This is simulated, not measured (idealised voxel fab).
This is a process module. Its name is voxel double patterning.
The figure presents cross-section cut, which has a width of 295 nm and is divided into square cells with an edge length of 5 nm.
Cross-section, as written here: a square-cell grid given band by band from the top down, where a band holds one or more rows of cells.
The band entry comprises the height of the band's top followed by the height of its bottom, expressed in nm, and subsequently the band's materials from left to right, each stated together with its width in nm. Where a single material is marked with the word "edge to edge", that material fills the band from edge to edge. The word "blank" represents empty space.
Note: height 0 marks the level under which the wafer is uniformly one material as received. Lowest band unbounded below, written "0 nm and below".
Note: "30..40" means the width goes from the first number (top row of the band) to the second number (bottom row) in equal steps per row of cells.
Step marked "identical to before"? Then no cell in the cross-section changed in it.
"Enclosed internal voids": empty spaces of 8 cells or more with no open way to the top, each given as width x height at distance, distance from the left edge, all in nm.
Text after the settings on a step's line: the simulator's own remark on that step.
overlay nm: how far to the right of its planned place the mask lay on this masked step (negative: to the left).

Plan:
1. RECEIVE [material Si]
2. CONFORMAL_DEP [material SiN] [thk nm 5]
3. DIRECTIONAL_DEP [material SiO2] [thk nm 15]
4. DIRECTIONAL_DEP [material SiCN] [thk nm 10]
5. MASKED_ETCH [tone open] [mask id FIRST] [width nm 15] [pitch nm 50] [etch materials SiCN] [depth nm 10] [overlay nm 0]
6. MASKED_ETCH [tone open] [mask id SECOND] [width nm 15] [etch materials SiCN] [depth nm 10] [overlay nm 0]
7. DIRECTIONAL_ETCH [etch materials SiO2] [depth nm 15]
8. STRIP [etch materials SiCN]

Shown in cross-section is the wafer as received, that is, as it stands after step 1:
	0 nm and below | Si edge to edge
	Enclosed internal voids: none

Below is the wafer in cross-section after the module was completed. It began from the starting point shown above and followed the plan shown above, except that one mistake was made while running it:
	20 nm to 5 nm | 115 nm SiO2, 15 nm blank, 10 nm SiO2, 15 nm blank, 10 nm SiO2, 15 nm blank, 115 nm SiO2
	5 nm to 0 nm | SiO2 edge to edge
	0 nm and below | Si edge to edge
	Enclosed internal voids: none
The mistake made against the process plan was this: step 2 was not run as planned; what actually ran was CONFORMAL_DEP [material SiO2] [thk nm 5]
